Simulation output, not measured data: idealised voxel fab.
Title: Process Module voxel transistor to metal
Pictured: cross-section cut, 240 nm wide, on a grid of 5 nm square cells.
The cross-sections in this document take the form of a grid made of square cells. They are written out as bands, in order from top to bottom. Each band consists of one or more rows of cells. Band entry format. Leading values: height of top, height of bottom, nm. Remainder: materials in left-to-right order, each with its width in nm. Special words: "throughout" on a single material, which then fills the band edge to edge; "empty", empty space. Height datum 0, below which the as-received substrate wafer is one material. Lowest band open at the bottom, running downward: "0 down". The notation "30->40" denotes a width that varies across the rows of cells in the band, beginning at the first number in the top row, finishing at the second number in the bottom row, and changing by an identical amount from each row to the next. Any step labelled "changes: none" changed none of the cells in the cross-section. "Non-vented voids" specifies each empty space that is not open to the top and that occupies no fewer than 8 cells, using the form width x height at distance, the distance measured from the left edge and all three quantities in nm. On each step's line, the part that comes after the settings is the simulator's own comment on the step. Regarding "overlay nm": on a step with a mask, it is the distance the mask lay to the right of its planned place; a negative value places it to the left. From here on the document is pairs. In a pair, the cross-section before one process step comes with the cross-section after it, and the latter goes no deeper than the lowest band that changed. What lies in between, the step and its settings, is written under the pair. A pair may be from a different run of this module on the same starting wafer than the pair above it, so it continues from that pair only where its entry headed "Pre-step geometry" says so.
# Pre-step geometry
> 65 to 50  20 empty  15 W  55 empty  15 W  30 empty  15 W  55 empty  15 W  20 empty
> 50 to 45  20 empty  15 TiN  55 empty  15 TiN  30 empty  15 TiN  55 empty  15 TiN  20 empty
> 45 to 35  20 SiO2  5 TiN  20->15 Ru  5->10 TiN  25 SiO2  5->10 TiN  20->15 Ru  5 TiN  30 SiO2  5 TiN  20->15 Ru  5->10 TiN  25 SiO2  5->10 TiN  20->15 Ru  5 TiN  20 SiO2
> 35 to 30  20 SiO2  5 TiN  15 Ru  5 TiN  10 SiN  15 SiCN  10 SiN  5 TiN  15 Ru  5 TiN  30 SiO2  5 TiN  15 Ru  5 TiN  10 SiN  15 SiCN  10 SiN  5 TiN  15 Ru  5 TiN  20 SiO2
> 30 to 25  10 SiCN  10 SiN  25 TiN  10 SiN  15 SiCN  10 SiN  25 TiN  10 SiN  10 SiCN  10 SiN  25 TiN  10 SiN  15 SiCN  10 SiN  25 TiN  10 SiN  10 SiCN
> 25 to 20  10 polySi  105 SiCN  10 polySi  105 SiCN  10 polySi
> 20 to 5  polySi throughout
> 5 to 0  10 SiO2  105 polySi  10 SiO2  105 polySi  10 SiO2
> 0 to -5  SiO2 throughout
> -5 to -40  20 SiO2  85 Si  30 SiO2  85 Si  20 SiO2
> -40 down  Si throughout
> Non-vented voids: none
# Post-Step Appearance
> 70 to 65  SiO2 throughout
> 65 to 50  20 SiO2  15 W  55 SiO2  15 W  30 SiO2  15 W  55 SiO2  15 W  20 SiO2
> 50 to 45  20 SiO2  15 TiN  55 SiO2  15 TiN  30 SiO2  15 TiN  55 SiO2  15 TiN  20 SiO2
> Lower than 45, everything is as it was.
> Non-vented voids: none
Can you name the step between the two cross-sections above? It is FILL_DEP (material SiO2; thk nm 5)
Pre-step geometry: it's just the after picture from the pair right above this one.
# Post-Step Appearance
> 65 to 50  20 SiO2  15 W  55 SiO2  15 W  30 SiO2  15 W  55 SiO2  15 W  20 SiO2
> Lower than 50, everything is as it was.
> Non-vented voids: none
Can you name the step between the two cross-sections above? It is CMP (height nm 65)
Pre-step geometry: it's just the after picture from the pair right above this one.
# Post-Step Appearance
> 70 to 65  SiN throughout
> Lower than 65, everything is as it was.
> Non-vented voids: none
Can you name the step between the two cross-sections above? It is CONFORMAL_DEP (material SiN; thk nm 5)
# Pre-step geometry
> 45 to 35  20 SiO2  5 TiN  20->15 Ru  5->10 TiN  25 SiO2  5->10 TiN  20->15 Ru  5 TiN  30 SiO2  5 TiN  20->15 Ru  5->10 TiN  25 SiO2  5->10 TiN  20->15 Ru  5 TiN  20 SiO2
> 35 to 20  20 SiO2  5 TiN  15 Ru  5 TiN  10 SiN  15 SiCN  10 SiN  5 TiN  15 Ru  5 TiN  30 SiO2  5 TiN  15 Ru  5 TiN  10 SiN  15 SiCN  10 SiN  5 TiN  15 Ru  5 TiN  20 SiO2
> 20 to 10  20 SiO2  5 TiN  15 Ru  5 TiN  10 SiN  15 polySi  10 SiN  5 TiN  15 Ru  5 TiN  30 SiO2  5 TiN  15 Ru  5 TiN  10 SiN  15 polySi  10 SiN  5 TiN  15 Ru  5 TiN  20 SiO2
> 10 to 5  20 SiO2  5 TiN  5 Ru  15 TiN  10 SiN  15 polySi  10 SiN  15 TiN  5 Ru  5 TiN  30 SiO2  5 TiN  5 Ru  15 TiN  10 SiN  15 polySi  10 SiN  15 TiN  5 Ru  5 TiN  20 SiO2
> 5 to 0  10 SiO2  10 SiN  5 TiN  5 Ru  5 TiN  10 pSi  10 SiN  15 polySi  10 SiN  10 pSi  5 TiN  5 Ru  5 TiN  10 SiN  10 SiO2  10 SiN  5 TiN  5 Ru  5 TiN  10 pSi  10 SiN  15 polySi  10 SiN  10 pSi  5 TiN  5 Ru  5 TiN  10 SiN  10 SiO2
> 0 to -5  20 SiO2  15 TiN  10 pSi  35 SiO2  10 pSi  15 TiN  30 SiO2  15 TiN  10 pSi  35 SiO2  10 pSi  15 TiN  20 SiO2
> -5 to -15  20 SiO2  25 pSi  35 Si  25 pSi  30 SiO2  25 pSi  35 Si  25 pSi  20 SiO2
> -15 to -40  20 SiO2  85 Si  30 SiO2  85 Si  20 SiO2
> -40 down  Si throughout
> Non-vented voids: none
# Post-Step Appearance
> 60 to 45  W throughout
> Lower than 45, everything is as it was.
> Non-vented voids: none
Can you name the step between the two cross-sections above? It is DIRECTIONAL_DEP (material W; thk nm 15)
Pre-step geometry: it's just the after picture from the pair right above this one.
# Post-Step Appearance
> 65 to 60  TiN throughout
> Lower than 60, everything is as it was.
> Non-vented voids: none
Can you name the step between the two cross-sections above? It is DIRECTIONAL_DEP (material TiN; thk nm 5)
Pre-step geometry: it's just the after picture from the pair right above this one.
# Post-Step Appearance
> 65 to 60  20 empty  15 TiN  55 empty  15 TiN  30 empty  15 TiN  55 empty  15 TiN  20 empty
> Lower than 60, everything is as it was.
> Non-vented voids: none
Can you name the step between the two cross-sections above? It is MASKED_ETCH (tone cover; mask id METAL_1; width nm 15; etch materials TiN; depth nm 5; overlay nm 0)
Pre-step geometry: it's just the after picture from the pair right above this one.
# Post-Step Appearance
> 70 to 65  SiO2 throughout
> 65 to 60  20 SiO2  15 TiN  55 SiO2  15 TiN  30 SiO2  15 TiN  55 SiO2  15 TiN  20 SiO2
> Lower than 60, everything is as it was.
> Non-vented voids: none
Can you name the step between the two cross-sections above? It is FILL_DEP (material SiO2; thk nm 5)
Pre-step geometry: it's just the after picture from the pair right above this one.
# Post-Step Appearance
> 65 to 60  20 SiO2  15 TiN  55 SiO2  15 TiN  30 SiO2  15 TiN  55 SiO2  15 TiN  20 SiO2
> Lower than 60, everything is as it was.
> Non-vented voids: none
Can you name the step between the two cross-sections above? It is CMP (height nm 65)
Pre-step geometry: it's just the after picture from the pair right above this one.
# Post-Step Appearance
> 70 to 65  SiN throughout
> Lower than 65, everything is as it was.
> Non-vented voids: none
Can you name the step between the two cross-sections above? It is CONFORMAL_DEP (material SiN; thk nm 5)
# Pre-step geometry
> 70 to 65  SiO2 throughout
> 65 to 50  20 SiO2  15 W  55 SiO2  15 W  30 SiO2  15 W  55 SiO2  15 W  20 SiO2
> 50 to 45  20 SiO2  15 TiN  55 SiO2  15 TiN  30 SiO2  15 TiN  55 SiO2  15 TiN  20 SiO2
> 45 to 35  20 SiO2  5 TiN  20->15 Ru  5->10 TiN  25 SiO2  5->10 TiN  20->15 Ru  5 TiN  30 SiO2  5 TiN  20->15 Ru  5->10 TiN  25 SiO2  5->10 TiN  20->15 Ru  5 TiN  20 SiO2
> 35 to 20  20 SiO2  5 TiN  15 Ru  5 TiN  10 SiN  15 SiCN  10 SiN  5 TiN  15 Ru  5 TiN  30 SiO2  5 TiN  15 Ru  5 TiN  10 SiN  15 SiCN  10 SiN  5 TiN  15 Ru  5 TiN  20 SiO2
> 20 to 10  20 SiO2  5 TiN  15 Ru  5 TiN  10 SiN  15 polySi  10 SiN  5 TiN  15 Ru  5 TiN  30 SiO2  5 TiN  15 Ru  5 TiN  10 SiN  15 polySi  10 SiN  5 TiN  15 Ru  5 TiN  20 SiO2
> 10 to 5  20 SiO2  5 TiN  5 Ru  15 TiN  10 SiN  15 polySi  10 SiN  15 TiN  5 Ru  5 TiN  30 SiO2  5 TiN  5 Ru  15 TiN  10 SiN  15 polySi  10 SiN  15 TiN  5 Ru  5 TiN  20 SiO2
> 5 to 0  10 SiO2  10 SiN  5 TiN  5 Ru  5 TiN  10 pSi  10 SiN  15 polySi  10 SiN  10 pSi  5 TiN  5 Ru  5 TiN  10 SiN  10 SiO2  10 SiN  5 TiN  5 Ru  5 TiN  10 pSi  10 SiN  15 polySi  10 SiN  10 pSi  5 TiN  5 Ru  5 TiN  10 SiN  10 SiO2
> 0 to -5  20 SiO2  15 TiN  10 pSi  35 SiO2  10 pSi  15 TiN  30 SiO2  15 TiN  10 pSi  35 SiO2  10 pSi  15 TiN  20 SiO2
> -5 to -15  20 SiO2  25 pSi  35 Si  25 pSi  30 SiO2  25 pSi  35 Si  25 pSi  20 SiO2
> -15 to -40  20 SiO2  85 Si  30 SiO2  85 Si  20 SiO2
> -40 down  Si throughout
> Non-vented voids: none
# Post-Step Appearance
> 60 to 50  20 SiO2  15 W  55 SiO2  15 W  30 SiO2  15 W  55 SiO2  15 W  20 SiO2
> Lower than 50, everything is as it was.
> Non-vented voids: none
Can you name the step between the two cross-sections above? It is CMP (height nm 60)
Pre-step geometry: it's just the after picture from the pair right above this one.
# Post-Step Appearance
> 65 to 60  SiN throughout
> Lower than 60, everything is as it was.
> Non-vented voids: none
Can you name the step between the two cross-sections above? It is CONFORMAL_DEP (material SiN; thk nm 5)
# Pre-step geometry
> 55 to 50  10 aC  105 empty  10 aC  105 empty  10 aC
> 50 to 40  aC throughout
> 40 to 35  10 SiCN  105 aC  10 SiCN  105 aC  10 SiCN
> 35 to 25  SiCN throughout
> 25 to 20  10 polySi  105 SiCN  10 polySi  105 SiCN  10 polySi
> 20 to 5  polySi throughout
> 5 to 0  10 SiO2  105 polySi  10 SiO2  105 polySi  10 SiO2
> 0 to -5  SiO2 throughout
> -5 to -40  20 SiO2  85 Si  30 SiO2  85 Si  20 SiO2
> -40 down  Si throughout
> Non-vented voids: none
# Post-Step Appearance
> 85 to 55  55 empty  20 resist  95 empty  20 resist  50 empty
> 55 to 50  10 aC  45 empty  20 resist  40 empty  10 aC  45 empty  20 resist  40 empty  10 aC
> Lower than 50, everything is as it was.
> Non-vented voids: none
Can you name the step between the two cross-sections above? It is PATTERN (tone cover; mask id GATE; material resist; width nm 20; pitch nm 115; thk nm 30; overlay nm 0)
Pre-step geometry: it's just the after picture from the pair right above this one.
# Post-Step Appearance
> 70 to 50  55 empty  20 resist  95 empty  20 resist  50 empty
> 50 to 40  55 empty  20 aC  95 empty  20 aC  50 empty
> 40 to 35  10 SiCN  45 empty  20 aC  40 empty  10 SiCN  45 empty  20 aC  40 empty  10 SiCN
> Lower than 35, everything is as it was.
> Non-vented voids: none
Can you name the step between the two cross-sections above? It is DIRECTIONAL_ETCH (etch materials aC; depth nm 15)
Pre-step geometry: it's just the after picture from the pair right above this one.
# Post-Step Appearance
> 50 to 40  55 empty  20 aC  95 empty  20 aC  50 empty
> Lower than 40, everything is as it was.
> Non-vented voids: none
Can you name the step between the two cross-sections above? It is STRIP (etch materials resist)
Pre-step geometry: it's just the after picture from the pair right above this one.
# Post-Step Appearance
> 50 to 35  55 empty  20 aC  95 empty  20 aC  50 empty
> 35 to 25  55 empty  20 SiCN  95 empty  20 SiCN  50 empty
> 25 to 20  10 polySi  45 empty  20 SiCN  40 empty  10 polySi  45 empty  20 SiCN  40 empty  10 polySi
> Lower than 20, everything is as it was.
> Non-vented voids: none
Can you name the step between the two cross-sections above? It is DIRECTIONAL_ETCH (etch materials SiCN; depth nm 25)
Pre-step geometry: it's just the after picture from the pair right above this one.
# Post-Step Appearance
> 50 to 35  55 empty  20 aC  95 empty  20 aC  50 empty
> 35 to 20  55 empty  20 SiCN  95 empty  20 SiCN  50 empty
> 20 to 5  55 empty  20 polySi  95 empty  20 polySi  50 empty
> 5 to 0  10 SiO2  45 empty  20 polySi  40 empty  10 SiO2  45 empty  20 polySi  40 empty  10 SiO2
> Lower than 0, everything is as it was.
> Non-vented voids: none
Can you name the step between the two cross-sections above? It is DIRECTIONAL_ETCH (etch materials polySi; depth nm 30)
Pre-step geometry: it's just the after picture from the pair right above this one.
# Post-Step Appearance
> 35 to 20  55 empty  20 SiCN  95 empty  20 SiCN  50 empty
> Lower than 20, everything is as it was.
> Non-vented voids: none
Can you name the step between the two cross-sections above? It is STRIP (etch materials aC)
Pre-step geometry: it's just the after picture from the pair right above this one.
# Post-Step Appearance
> 45 to 35  45 empty  40 SiN  75 empty  40 SiN  40 empty
> 35 to 20  45 empty  10 SiN  20 SiCN  10 SiN  75 empty  10 SiN  20 SiCN  10 SiN  40 empty
> 20 to 15  45 empty  10 SiN  20 polySi  10 SiN  75 empty  10 SiN  20 polySi  10 SiN  40 empty
> 15 to 10  20 SiN  25 empty  10 SiN  20 polySi  10 SiN  20 empty  30 SiN  25 empty  10 SiN  20 polySi  10 SiN  20 empty  20 SiN
> 10 to 5  55 SiN  20 polySi  95 SiN  20 polySi  50 SiN
> 5 to 0  10 SiO2  45 SiN  20 polySi  40 SiN  10 SiO2  45 SiN  20 polySi  40 SiN  10 SiO2
> Lower than 0, everything is as it was.
> Non-vented voids: none
Can you name the step between the two cross-sections above? It is CONFORMAL_DEP (material SiN; thk nm 10)
Pre-step geometry: it's just the after picture from the pair right above this one.
# Post-Step Appearance
> 35 to 20  45 empty  10 SiN  20 SiCN  10 SiN  75 empty  10 SiN  20 SiCN  10 SiN  40 empty
> 20 to 5  45 empty  10 SiN  20 polySi  10 SiN  75 empty  10 SiN  20 polySi  10 SiN  40 empty
> 5 to 0  10 SiO2  10 SiN  25 empty  10 SiN  20 polySi  10 SiN  20 empty  10 SiN  10 SiO2  10 SiN  25 empty  10 SiN  20 polySi  10 SiN  20 empty  10 SiN  10 SiO2
> Lower than 0, everything is as it was.
> Non-vented voids: none
Can you name the step between the two cross-sections above? It is DIRECTIONAL_ETCH (etch materials SiN; depth nm 10)
Pre-step geometry: it's just the after picture from the pair right above this one.
# Post-Step Appearance
> 35 to 20  45 empty  10 SiN  20 SiCN  10 SiN  75 empty  10 SiN  20 SiCN  10 SiN  40 empty
> 20 to 5  45 empty  10 SiN  20 polySi  10 SiN  75 empty  10 SiN  20 polySi  10 SiN  40 empty
> 5 to 0  10 empty  10 SiN  25 empty  10 SiN  20 polySi  10 SiN  20 empty  10 SiN  10 empty  10 SiN  25 empty  10 SiN  20 polySi  10 SiN  20 empty  10 SiN  10 empty
> 0 to -5  20 SiO2  25 empty  40 SiO2  20 empty  30 SiO2  25 empty  40 SiO2  20 empty  20 SiO2
> Lower than -5, everything is as it was.
> Non-vented voids: none
Can you name the step between the two cross-sections above? It is DIRECTIONAL_ETCH (etch materials SiO2; depth nm 5)
Pre-step geometry: it's just the after picture from the pair right above this one.
# Post-Step Appearance
> 35 to 20  45 empty  10 SiN  20 SiCN  10 SiN  75 empty  10 SiN  20 SiCN  10 SiN  40 empty
> 20 to 5  45 empty  10 SiN  20 polySi  10 SiN  75 empty  10 SiN  20 polySi  10 SiN  40 empty
> 5 to 0  10 empty  10 SiN  25 empty  10 SiN  20 polySi  10 SiN  20 empty  10 SiN  10 empty  10 SiN  25 empty  10 SiN  20 polySi  10 SiN  20 empty  10 SiN  10 empty
> 0 to -5  20 SiO2  25 empty  40 SiO2  20 empty  30 SiO2  25 empty  40 SiO2  20 empty  20 SiO2
> -5 to -15  20 SiO2  25 empty  40 Si  20 empty  30 SiO2  25 empty  40 Si  20 empty  20 SiO2
> Lower than -15, everything is as it was.
> Non-vented voids: none
Can you name the step between the two cross-sections above? It is DIRECTIONAL_ETCH (etch materials Si; depth nm 10)
Pre-step geometry: it's just the after picture from the pair right above this one.
# Post-Step Appearance
> 35 to 20  45 empty  10 SiN  20 SiCN  10 SiN  75 empty  10 SiN  20 SiCN  10 SiN  40 empty
> 20 to 5  45 empty  10 SiN  20 polySi  10 SiN  75 empty  10 SiN  20 polySi  10 SiN  40 empty
> 5 to 0  10 empty  10 SiN  15 empty  10 pSi  10 SiN  20 polySi  10 SiN  10 pSi  10 empty  10 SiN  10 empty  10 SiN  15 empty  10 pSi  10 SiN  20 polySi  10 SiN  10 pSi  10 empty  10 SiN  10 empty
> 0 to -5  20 SiO2  15 empty  10 pSi  40 SiO2  10 pSi  10 empty  30 SiO2  15 empty  10 pSi  40 SiO2  10 pSi  10 empty  20 SiO2
> -5 to -15  20 SiO2  25 pSi  40 Si  20 pSi  30 SiO2  25 pSi  40 Si  20 pSi  20 SiO2
> Lower than -15, everything is as it was.
> Non-vented voids: none
Can you name the step between the two cross-sections above? It is EPI (material pSi; thk nm 10)
Pre-step geometry: it's just the after picture from the pair right above this one.
# Post-Step Appearance
> 45 to 35  SiO2 throughout
> 35 to 20  45 SiO2  10 SiN  20 SiCN  10 SiN  75 SiO2  10 SiN  20 SiCN  10 SiN  40 SiO2
> 20 to 5  45 SiO2  10 SiN  20 polySi  10 SiN  75 SiO2  10 SiN  20 polySi  10 SiN  40 SiO2
> 5 to 0  10 SiO2  10 SiN  15 SiO2  10 pSi  10 SiN  20 polySi  10 SiN  10 pSi  10 SiO2  10 SiN  10 SiO2  10 SiN  15 SiO2  10 pSi  10 SiN  20 polySi  10 SiN  10 pSi  10 SiO2  10 SiN  10 SiO2
> 0 to -5  35 SiO2  10 pSi  40 SiO2  10 pSi  55 SiO2  10 pSi  40 SiO2  10 pSi  30 SiO2
> Lower than -5, everything is as it was.
> Non-vented voids: none
Can you name the step between the two cross-sections above? It is FILL_DEP (material SiO2; thk nm 10)
Pre-step geometry: it's just the after picture from the pair right above this one.
# Post-Step Appearance
> 35 to 20  45 SiO2  10 SiN  20 SiCN  10 SiN  75 SiO2  10 SiN  20 SiCN  10 SiN  40 SiO2
> Lower than 20, everything is as it was.
> Non-vented voids: none
Can you name the step between the two cross-sections above? It is CMP (height nm 35)
Pre-step geometry: it's just the after picture from the pair right above this one.
# Post-Step Appearance
> 45 to 35  SiO2 throughout
> Lower than 35, everything is as it was.
> Non-vented voids: none
Can you name the step between the two cross-sections above? It is DIRECTIONAL_DEP (material SiO2; thk nm 10)
Pre-step geometry: it's just the after picture from the pair right above this one.
# Post-Step Appearance
> 60 to 45  20 resist  30 empty  25 resist  30 empty  30 resist  30 empty  25 resist  30 empty  20 resist
> Lower than 45, everything is as it was.
> Non-vented voids: none
Can you name the step between the two cross-sections above? It is PATTERN (tone open; mask id CONTACT; material resist; width nm 30; thk nm 15; overlay nm 0)
Pre-step geometry: it's just the after picture from the pair right above this one.
# Post-Step Appearance
> 60 to 45  20 resist  30 empty  25 resist  30 empty  30 resist  30 empty  25 resist  30 empty  20 resist
> 45 to 35  20 SiO2  30 empty  25 SiO2  30 empty  30 SiO2  30 empty  25 SiO2  30 empty  20 SiO2
> 35 to 20  20 SiO2  25 empty  10 SiN  20 SiCN  10 SiN  20 empty  30 SiO2  25 empty  10 SiN  20 SiCN  10 SiN  20 empty  20 SiO2
> 20 to 5  20 SiO2  25 empty  10 SiN  20 polySi  10 SiN  20 empty  30 SiO2  25 empty  10 SiN  20 polySi  10 SiN  20 empty  20 SiO2
> 5 to 0  10 SiO2  10 SiN  15 empty  10 pSi  10 SiN  20 polySi  10 SiN  10 pSi  10 empty  10 SiN  10 SiO2  10 SiN  15 empty  10 pSi  10 SiN  20 polySi  10 SiN  10 pSi  10 empty  10 SiN  10 SiO2
> 0 to -5  20 SiO2  15 empty  10 pSi  40 SiO2  10 pSi  10 empty  30 SiO2  15 empty  10 pSi  40 SiO2  10 pSi  10 empty  20 SiO2
> Lower than -5, everything is as it was.
> Non-vented voids: none
Can you name the step between the two cross-sections above? It is DIRECTIONAL_ETCH (etch materials SiO2; depth nm 50)
Pre-step geometry: it's just the after picture from the pair right above this one.
# Post-Step Appearance
> 45 to 35  20 SiO2  30 empty  25 SiO2  30 empty  30 SiO2  30 empty  25 SiO2  30 empty  20 SiO2
> Lower than 35, everything is as it was.
> Non-vented voids: none
Can you name the step between the two cross-sections above? It is STRIP (etch materials resist)
Pre-step geometry: it's just the after picture from the pair right above this one.
# Post-Step Appearance
> 50 to 45  25 TiN  20 empty  35 TiN  20 empty  40 TiN  20 empty  35 TiN  20 empty  25 TiN
> 45 to 35  20 SiO2  5 TiN  20->15 empty  5->10 TiN  25 SiO2  5->15 TiN  20->10 empty  5 TiN  30 SiO2  5 TiN  20->15 empty  5->10 TiN  25 SiO2  5->15 TiN  20->10 empty  5 TiN  20 SiO2
> 35 to 20  20 SiO2  5 TiN  15 empty  5 TiN  10 SiN  20 SiCN  10 SiN  5 TiN  10 empty  5 TiN  30 SiO2  5 TiN  15 empty  5 TiN  10 SiN  20 SiCN  10 SiN  5 TiN  10 empty  5 TiN  20 SiO2
> 20 to 10  20 SiO2  5 TiN  15 empty  5 TiN  10 SiN  20 polySi  10 SiN  5 TiN  10 empty  5 TiN  30 SiO2  5 TiN  15 empty  5 TiN  10 SiN  20 polySi  10 SiN  5 TiN  10 empty  5 TiN  20 SiO2
> 10 to 5  20 SiO2  5 TiN  5 empty  15 TiN  10 SiN  20 polySi  10 SiN  20 TiN  30 SiO2  5 TiN  5 empty  15 TiN  10 SiN  20 polySi  10 SiN  20 TiN  20 SiO2
> 5 to 0  10 SiO2  10 SiN  5 TiN  5 empty  5 TiN  10 pSi  10 SiN  20 polySi  10 SiN  10 pSi  10 TiN  10 SiN  10 SiO2  10 SiN  5 TiN  5 empty  5 TiN  10 pSi  10 SiN  20 polySi  10 SiN  10 pSi  10 TiN  10 SiN  10 SiO2
> 0 to -5  20 SiO2  15 TiN  10 pSi  40 SiO2  10 pSi  10 TiN  30 SiO2  15 TiN  10 pSi  40 SiO2  10 pSi  10 TiN  20 SiO2
> Lower than -5, everything is as it was.
> Non-vented voids: none
Can you name the step between the two cross-sections above? It is CONFORMAL_DEP (material TiN; thk nm 5)
Pre-step geometry: it's just the after picture from the pair right above this one.
# Post-Step Appearance
> 55 to 50  Ru throughout
> 50 to 45  25 TiN  20 Ru  35 TiN  20 Ru  40 TiN  20 Ru  35 TiN  20 Ru  25 TiN
> 45 to 35  20 SiO2  5 TiN  20->15 Ru  5->10 TiN  25 SiO2  5->15 TiN  20->10 Ru  5 TiN  30 SiO2  5 TiN  20->15 Ru  5->10 TiN  25 SiO2  5->15 TiN  20->10 Ru  5 TiN  20 SiO2
> 35 to 20  20 SiO2  5 TiN  15 Ru  5 TiN  10 SiN  20 SiCN  10 SiN  5 TiN  10 Ru  5 TiN  30 SiO2  5 TiN  15 Ru  5 TiN  10 SiN  20 SiCN  10 SiN  5 TiN  10 Ru  5 TiN  20 SiO2
> 20 to 10  20 SiO2  5 TiN  15 Ru  5 TiN  10 SiN  20 polySi  10 SiN  5 TiN  10 Ru  5 TiN  30 SiO2  5 TiN  15 Ru  5 TiN  10 SiN  20 polySi  10 SiN  5 TiN  10 Ru  5 TiN  20 SiO2
> 10 to 5  20 SiO2  5 TiN  5 Ru  15 TiN  10 SiN  20 polySi  10 SiN  20 TiN  30 SiO2  5 TiN  5 Ru  15 TiN  10 SiN  20 polySi  10 SiN  20 TiN  20 SiO2
> 5 to 0  10 SiO2  10 SiN  5 TiN  5 Ru  5 TiN  10 pSi  10 SiN  20 polySi  10 SiN  10 pSi  10 TiN  10 SiN  10 SiO2  10 SiN  5 TiN  5 Ru  5 TiN  10 pSi  10 SiN  20 polySi  10 SiN  10 pSi  10 TiN  10 SiN  10 SiO2
> Lower than 0, everything is as it was.
> Non-vented voids: none
Can you name the step between the two cross-sections above? It is FILL_DEP (material Ru; thk nm 5)
Pre-step geometry: it's just the after picture from the pair right above this one.
# Post-Step Appearance
> 45 to 35  20 SiO2  5 TiN  20->15 Ru  5->10 TiN  25 SiO2  5->15 TiN  20->10 Ru  5 TiN  30 SiO2  5 TiN  20->15 Ru  5->10 TiN  25 SiO2  5->15 TiN  20->10 Ru  5 TiN  20 SiO2
> Lower than 35, everything is as it was.
> Non-vented voids: none
Can you name the step between the two cross-sections above? It is CMP (height nm 45)
Pre-step geometry: it's just the after picture from the pair right above this one.
# Post-Step Appearance
> 50 to 45  TiN throughout
> Lower than 45, everything is as it was.
> Non-vented voids: none
Can you name the step between the two cross-sections above? It is DIRECTIONAL_DEP (material TiN; thk nm 5)
Pre-step geometry: it's just the after picture from the pair right above this one.
# Post-Step Appearance
> 65 to 50  W throughout
> Lower than 50, everything is as it was.
> Non-vented voids: none
Can you name the step between the two cross-sections above? It is DIRECTIONAL_DEP (material W; thk nm 15)
Pre-step geometry: it's just the after picture from the pair right above this one.
# Post-Step Appearance
> 65 to 50  20 empty  15 W  55 empty  15 W  30 empty  15 W  55 empty  15 W  20 empty
> Lower than 50, everything is as it was.
> Non-vented voids: none
Can you name the step between the two cross-sections above? It is MASKED_ETCH (tone cover; mask id METAL_1; width nm 15; etch materials W; depth nm 15; overlay nm 0)
Pre-step geometry: it's just the after picture from the pair right above this one.
# Post-Step Appearance
> 65 to 50  20 empty  15 W  55 empty  15 W  30 empty  15 W  55 empty  15 W  20 empty
> 50 to 45  20 empty  15 TiN  55 empty  15 TiN  30 empty  15 TiN  55 empty  15 TiN  20 empty
> Lower than 45, everything is as it was.
> Non-vented voids: none
Can you name the step between the two cross-sections above? It is MASKED_ETCH (tone cover; mask id METAL_1; width nm 15; etch materials TiN; depth nm 5; overlay nm 0)
Pre-step geometry: it's just the after picture from the pair right above this one.
# Post-Step Appearance
> 70 to 65  SiO2 throughout
> 65 to 50  20 SiO2  15 W  55 SiO2  15 W  30 SiO2  15 W  55 SiO2  15 W  20 SiO2
> 50 to 45  20 SiO2  15 TiN  55 SiO2  15 TiN  30 SiO2  15 TiN  55 SiO2  15 TiN  20 SiO2
> Lower than 45, everything is as it was.
> Non-vented voids: none
Can you name the step between the two cross-sections above? It is FILL_DEP (material SiO2; thk nm 5)
Pre-step geometry: it's just the after picture from the pair right above this one.
# Post-Step Appearance
> 65 to 50  20 SiO2  15 W  55 SiO2  15 W  30 SiO2  15 W  55 SiO2  15 W  20 SiO2
> Lower than 50, everything is as it was.
> Non-vented voids: none
Can you name the step between the two cross-sections above? It is CMP (height nm 65)
Pre-step geometry: it's just the after picture from the pair right above this one.
# Post-Step Appearance
> 70 to 65  SiN throughout
> Lower than 65, everything is as it was.
> Non-vented voids: none
Can you name the step between the two cross-sections above? It is CONFORMAL_DEP (material SiN; thk nm 5)
# Pre-step geometry
> 45 to 35  SiO2 throughout
> 35 to 20  45 SiO2  10 SiN  15 SiCN  10 SiN  80 SiO2  10 SiN  15 SiCN  10 SiN  45 SiO2
> 20 to 5  45 SiO2  10 SiN  15 polySi  10 SiN  80 SiO2  10 SiN  15 polySi  10 SiN  45 SiO2
> 5 to 0  10 SiO2  10 SiN  15 SiO2  10 pSi  10 SiN  15 polySi  10 SiN  10 pSi  15 SiO2  10 SiN  10 SiO2  10 SiN  15 SiO2  10 pSi  10 SiN  15 polySi  10 SiN  10 pSi  15 SiO2  10 SiN  10 SiO2
> 0 to -5  35 SiO2  10 pSi  35 SiO2  10 pSi  60 SiO2  10 pSi  35 SiO2  10 pSi  35 SiO2
> -5 to -15  20 SiO2  25 pSi  35 Si  25 pSi  30 SiO2  25 pSi  35 Si  25 pSi  20 SiO2
> -15 to -40  20 SiO2  85 Si  30 SiO2  85 Si  20 SiO2
> -40 down  Si throughout
> Non-vented voids: none
# Post-Step Appearance
> 60 to 45  15 resist  30 empty  25 resist  30 empty  30 resist  30 empty  25 resist  30 empty  25 resist
> Lower than 45, everything is as it was.
> Non-vented voids: none
Can you name the step between the two cross-sections above? It is PATTERN (tone open; mask id CONTACT; material resist; width nm 30; thk nm 15; overlay nm -5)
Pre-step geometry: it's just the after picture from the pair right above this one.
# Post-Step Appearance
> 60 to 45  15 resist  30 empty  25 resist  30 empty  30 resist  30 empty  25 resist  30 empty  25 resist
> 45 to 35  15 SiO2  30 empty  25 SiO2  30 empty  30 SiO2  30 empty  25 SiO2  30 empty  25 SiO2
> 35 to 20  15 SiO2  30 empty  10 SiN  15 SiCN  10 SiN  20 empty  30 SiO2  30 empty  10 SiN  15 SiCN  10 SiN  20 empty  25 SiO2
> 20 to 5  15 SiO2  30 empty  10 SiN  15 polySi  10 SiN  20 empty  30 SiO2  30 empty  10 SiN  15 polySi  10 SiN  20 empty  25 SiO2
> 5 to 0  10 SiO2  10 SiN  15 empty  10 pSi  10 SiN  15 polySi  10 SiN  10 pSi  10 empty  5 SiO2  10 SiN  10 SiO2  10 SiN  15 empty  10 pSi  10 SiN  15 polySi  10 SiN  10 pSi  10 empty  5 SiO2  10 SiN  10 SiO2
> 0 to -5  20 SiO2  15 empty  10 pSi  35 SiO2  10 pSi  10 empty  35 SiO2  15 empty  10 pSi  35 SiO2  10 pSi  10 empty  25 SiO2
> Lower than -5, everything is as it was.
> Non-vented voids: none
Can you name the step between the two cross-sections above? It is DIRECTIONAL_ETCH (etch materials SiO2; depth nm 50)
